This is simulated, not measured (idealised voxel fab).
This is a process module. Its name is voxel ribs on slabs.
The width of the displayed cross-section, cut, is 275 nm; its cells are square, with a size of 5 nm.
The cross-sections in this document take the form of a grid made of square cells. They are written out as bands, in order from top to bottom. Each band consists of one or more rows of cells. Per band: top height and bottom height in nm, followed by the left-to-right materials and their widths in nm; "throughout" marks a single material spanning edge to edge, "blank" marks empty space. Measure heights from 0. That's the level where, below it, the as-received wafer is all one material. The lowest band is bottomless and extends downward; write it as in "0 -> down". The expression "30->40" gives the width at the extremes of the band, the first number at its top row of cells and the second at its bottom row, with the width changing by equal amounts from each row to the next in between. When a step is marked "changes: none", none of the cells in the cross-section changed during that step. This entry, "Fully sealed voids", enumerates those empty regions of no fewer than 8 cells that possess no open connection to the top. Each region is reported in the form width x height at distance, the distance being taken from the left edge, with all three quantities expressed in nm. Whatever follows a step's settings on its line is a remark the simulator itself makes about that step. overlay nm: how far to the right of its planned place the mask lay on this masked step (negative: to the left).
Below is the list of planned process steps:
- 1: RECEIVE with material Si
- 2: DIRECTIONAL_DEP with material SiO2, thk nm 20
- 3: DIRECTIONAL_DEP with material SiN, thk nm 15
- 4: PATTERN with tone cover, mask id RIB, material resist, width nm 25, thk nm 20, overlay nm 0
- 5: DIRECTIONAL_ETCH with etch materials SiN, depth nm 10
- 6: STRIP with etch materials resist
- 7: DIRECTIONAL_DEP with material aC, thk nm 10
- 8: PATTERN with tone cover, mask id SLAB, material resist, width nm 75, thk nm 25, overlay nm 0
- 9: DIRECTIONAL_ETCH with etch materials aC, depth nm 10
- 10: STRIP with etch materials resist
- 11: DIRECTIONAL_ETCH with etch materials SiN, depth nm 5
- 12: STRIP with etch materials aC
- 13: FILL_DEP with material SiO2, thk nm 30
- 14: CMP with height nm 55
- 15: DIRECTIONAL_DEP with material TiN, thk nm 10
- 16: PATTERN with tone cover, mask id HEATER, material resist, width nm 35, thk nm 15, overlay nm 0
- 17: DIRECTIONAL_ETCH with etch materials TiN, depth nm 5
- 18: STRIP with etch materials resist
- 19: CONFORMAL_DEP with material SiN, thk nm 5
Wafers differ in depth nm at step 17; plan lists the first wafer's value; identical starting state.
First wafer as received, after step 1:
    0 -> down | Si throughout
    Fully sealed voids: none
Note: the following table is arranged by wafer, a row apiece. Each row reports the end-of-module state: per material, cells gained (+) or cells lost (-) compared with the wafer as received; closed voids follow:
depth nm 5 | +82 SiN | +580 SiO2 | +62 TiN | Fully sealed voids: none
depth nm 10 | +84 SiN | +580 SiO2 | +14 TiN | Fully sealed voids: none
depth nm 15 | +84 SiN | +580 SiO2 | +14 TiN | Fully sealed voids: none
depth nm 20 | +84 SiN | +580 SiO2 | +14 TiN | Fully sealed voids: none
depth nm 25 | +84 SiN | +580 SiO2 | +14 TiN | Fully sealed voids: none
